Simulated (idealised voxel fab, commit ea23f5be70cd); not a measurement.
Process module name: voxel air gaps
Displayed cross-section: cut, width of 185 nm, square cells sized 5 nm.
Heads up, the way a cross-section reads in here is a grid of square cells, handed over as bands from the top down, with every band being one or more rows of cells. Top, bottom (nm), then materials left to right with widths (nm); lone material tagged "everywhere" fills the whole band edge to edge; "blank" = empty space. Height reference: 0 = level under which incoming wafer is all one material. Lowest band: no bottom, runs on downward, e.g. "0 nm and below". Width: "30->40" (first number = top row, second number = bottom row, same change from row to row of cells). The designation "all unchanged", where it is given for a processing step, indicates that no cell of the cross-section was altered in the course of that step. You'll see "Fully enclosed voids" listing empty spaces that have no way open to the top, as long as they're 8 cells or more; the notation is width x height at distance, where the distance is from the left edge, and all of it is in nm. The remark found on a step's line after its settings is issued by the simulator itself and pertains to that step. A step's line can hold "overlay nm"; with a mask on that step, the setting says how far right of the planned place the mask lay, while a negative setting says it lay to the left.

### Steps planned for the process
- 1: RECEIVE | material Si
- 2: CONFORMAL_DEP | material SiO2 | thk nm 15
- 3: CONFORMAL_DEP | material SiN | thk nm 5
- 4: DIRECTIONAL_DEP | material SiO2 | thk nm 40
- 5: PATTERN | tone open | mask id LINES | material resist | width nm 25 | pitch nm 50 | thk nm 15 | overlay nm 0
- 6: DIRECTIONAL_ETCH | etch materials SiO2 | depth nm 40
- 7: STRIP | etch materials resist
- 8: CONFORMAL_DEP | material TiN | thk nm 5
- 9: FILL_DEP | material W | thk nm 10
- 10: CMP | height nm 60
- 11: EPI | material Ru | thk nm 10
- 12: SELECTIVE_ETCH | etch materials SiO2 | depth nm 50
- 13: CONFORMAL_DEP | material SiCN | thk nm 5

### Cross-section of the wafer at receipt, which is the condition after step 1
> 0 nm and below = Si everywhere
> Fully enclosed voids: none

### The first of two wafers, cross-sectioned at the end of the module, with the run proceeding as planned
> 75 nm to 70 nm = 15 of blank, then 155 of SiCN, then 15 of blank
> 70 nm to 60 nm = 15 of blank, then 5 of SiCN, then 45 of Ru, then 5 of SiCN, then 45 of Ru, then 5 of SiCN, then 45 of Ru, then 5 of SiCN, then 15 of blank
> 60 nm to 55 nm = 15 of blank, then 15 of SiCN, then 5 of TiN, then 15 of W, then 5 of TiN, then 25 of SiCN, then 5 of TiN, then 15 of W, then 5 of TiN, then 25 of SiCN, then 5 of TiN, then 15 of W, then 5 of TiN, then 15 of SiCN, then 15 of blank
> 55 nm to 25 nm = 25 of blank, then 5 of SiCN, then 5 of TiN, then 15 of W, then 5 of TiN, then 5 of SiCN, then 15 of blank, then 5 of SiCN, then 5 of TiN, then 15 of W, then 5 of TiN, then 5 of SiCN, then 15 of blank, then 5 of SiCN, then 5 of TiN, then 15 of W, then 5 of TiN, then 5 of SiCN, then 25 of blank
> 25 nm to 20 nm = 30 of SiCN, then 25 of TiN, then 25 of SiCN, then 25 of TiN, then 25 of SiCN, then 25 of TiN, then 30 of SiCN
> 20 nm to 15 nm = SiN everywhere
> 15 nm to 0 nm = SiO2 everywhere
> 0 nm and below = Si everywhere
> Fully enclosed voids: 15 x 30 at 60; 15 x 30 at 110

### Here is the second of the two wafers cut open at the end of the module - same start, same plan as the first one, but we made one mistake running it
> 85 nm to 80 nm = 5 of blank, then 175 of SiCN, then 5 of blank
> 80 nm to 60 nm = 5 of blank, then 5 of SiCN, then 165 of Ru, then 5 of SiCN, then 5 of blank
> 60 nm to 55 nm = 5 of blank, then 25 of SiCN, then 5 of TiN, then 15 of W, then 5 of TiN, then 25 of SiO2, then 5 of TiN, then 15 of W, then 5 of TiN, then 25 of SiO2, then 5 of TiN, then 15 of W, then 5 of TiN, then 25 of SiCN, then 5 of blank
> 55 nm to 25 nm = 25 of blank, then 5 of SiCN, then 5 of TiN, then 15 of W, then 5 of TiN, then 25 of SiO2, then 5 of TiN, then 15 of W, then 5 of TiN, then 25 of SiO2, then 5 of TiN, then 15 of W, then 5 of TiN, then 5 of SiCN, then 25 of blank
> 25 nm to 20 nm = 30 of SiCN, then 25 of TiN, then 25 of SiO2, then 25 of TiN, then 25 of SiO2, then 25 of TiN, then 30 of SiCN
> 20 nm to 15 nm = SiN everywhere
> 15 nm to 0 nm = SiO2 everywhere
> 0 nm and below = Si everywhere
> Fully enclosed voids: none
Run error: plan step 11 ran twice
Looking at both finished wafers in cells, the second ends up ahead of or behind the first on some materials: 78 more of Ru, 36 fewer of SiCN, 80 more of SiO2
Closed voids, final: 2 / 0 (first wafer / second wafer).
